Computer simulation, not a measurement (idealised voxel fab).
process module | voxel self aligned vias
cross-section cut | 225 nm wide | cells 5 nm
A cross-section is a grid of square cells, given in bands from the top down. A band is one or more rows of cells.
Each band's line starts with the height of the band's top and of its bottom, in nm. Then come its materials from left to right, each with its width in nm. One material with "throughout" fills the band from edge to edge. "air" is empty space.
Height 0 is the level under which the wafer as received is all one material. The lowest band goes on downwards, as in "0 down".
A width such as "30 to 40" changes by the same amount from each row of cells to the next, from the band's top row to its bottom row.
"no change" after a step means that no cell of the cross-section changed.
closed voids: empty space of 8 cells or more with no open way to the top, each as width x height at its distance from the left edge, in nm
after a step's settings: what the simulator itself notes on the step
overlay nm, on a step with a mask: how far to the right of its planned place the mask lay; to the left if negative
plan
1 op RECEIVE | material Si
2 op CONFORMAL_DEP | material SiO2 | thk nm 10
3 op CONFORMAL_DEP | material SiCN | thk nm 5
4 op DIRECTIONAL_DEP | material lowk | thk nm 20
5 op DIRECTIONAL_DEP | material aC | thk nm 10
6 op PATTERN | tone open | mask id LINES | material resist | width nm 20 | pitch nm 55 | thk nm 25 | overlay nm 0
7 op DIRECTIONAL_ETCH | etch materials aC | depth nm 10
8 op STRIP | etch materials resist
9 op DIRECTIONAL_ETCH | etch materials lowk | depth nm 20
10 op STRIP | etch materials aC
11 op CONFORMAL_DEP | material TiN | thk nm 5
12 op FILL_DEP | material Ru | thk nm 10
13 op CMP | height nm 25
14 op SELECTIVE_ETCH | etch materials W Ru TiN | depth nm 5
15 op FILL_DEP | material SiN | thk nm 10
16 op CMP | height nm 35
17 op DIRECTIONAL_DEP | material lowk | thk nm 15
18 op DIRECTIONAL_DEP | material aC | thk nm 10
19 op PATTERN | tone open | mask id VIAS | material resist | width nm 40 | pitch nm 110 | thk nm 25 | overlay nm 0
20 op DIRECTIONAL_ETCH | etch materials aC | depth nm 10
21 op STRIP | etch materials resist
22 op DIRECTIONAL_ETCH | etch materials lowk | depth nm 15
23 op DIRECTIONAL_ETCH | etch materials SiN | depth nm 5
24 op STRIP | etch materials aC
25 op CONFORMAL_DEP | material TiN | thk nm 5
26 op FILL_DEP | material Ru | thk nm 10
27 op CMP | height nm 50
28 op CONFORMAL_DEP | material SiCN | thk nm 5
varied across the wafers: height nm of step 13. The plan shows the first wafer's value. All wafers start alike
first wafer as received, after step 1
  0 down: Si throughout
  closed voids: none
first wafer at the end, after step 28
  55 to 50: SiCN throughout
  50 to 35: lowk 35 | TiN 5 | Ru 30 | TiN 5 | lowk 70 | TiN 5 | Ru 30 | TiN 5 | lowk 40
  35 to 30: SiN 35 | TiN 40 | SiN 70 | TiN 40 | SiN 40
  30 to 25: SiN throughout
  25 to 20: lowk 45 | SiN 20 | lowk 35 | SiN 20 | lowk 35 | SiN 20 | lowk 50
  20 to 15: lowk 45 | TiN 20 | lowk 35 | TiN 20 | lowk 35 | TiN 20 | lowk 50
  15 to 10: SiCN throughout
  10 to 0: SiO2 throughout
  0 down: Si throughout
  closed voids: none
last wafer at the end
  55 to 50: SiCN throughout
  50 to 40: lowk 35 | TiN 5 | Ru 30 | TiN 5 | lowk 70 | TiN 5 | Ru 30 | TiN 5 | lowk 40
  40 to 35: lowk 35 | TiN 40 | lowk 70 | TiN 40 | lowk 40
  35 to 20: lowk 45 | TiN 5 | Ru 10 | TiN 5 | lowk 35 | TiN 5 | Ru 10 | TiN 5 | lowk 35 | TiN 5 | Ru 10 | TiN 5 | lowk 50
  20 to 15: lowk 45 | TiN 20 | lowk 35 | TiN 20 | lowk 35 | TiN 20 | lowk 50
  15 to 10: SiCN throughout
  10 to 0: SiO2 throughout
  0 down: Si throughout
  closed voids: none
each wafer at the end: cells of each material gained (+) or lost (-) since it was received, then its closed voids
height nm 25 | +36 Ru | +90 SiCN | +86 SiN | +90 SiO2 | +40 TiN | +153 lowk | closed voids: none
height nm 30 | +42 Ru | +90 SiCN | +41 SiN | +90 SiO2 | +46 TiN | +186 lowk | closed voids: none
height nm 35 | +40 Ru | +90 SiCN | +4 SiN | +90 SiO2 | +52 TiN | +219 lowk | closed voids: none
height nm 40 | +42 Ru | +90 SiCN | +90 SiO2 | +54 TiN | +219 lowk | closed voids: none
height nm 45 | +42 Ru | +90 SiCN | +90 SiO2 | +54 TiN | +219 lowk | closed voids: none
height nm 50 | +42 Ru | +90 SiCN | +90 SiO2 | +54 TiN | +219 lowk | closed voids: none
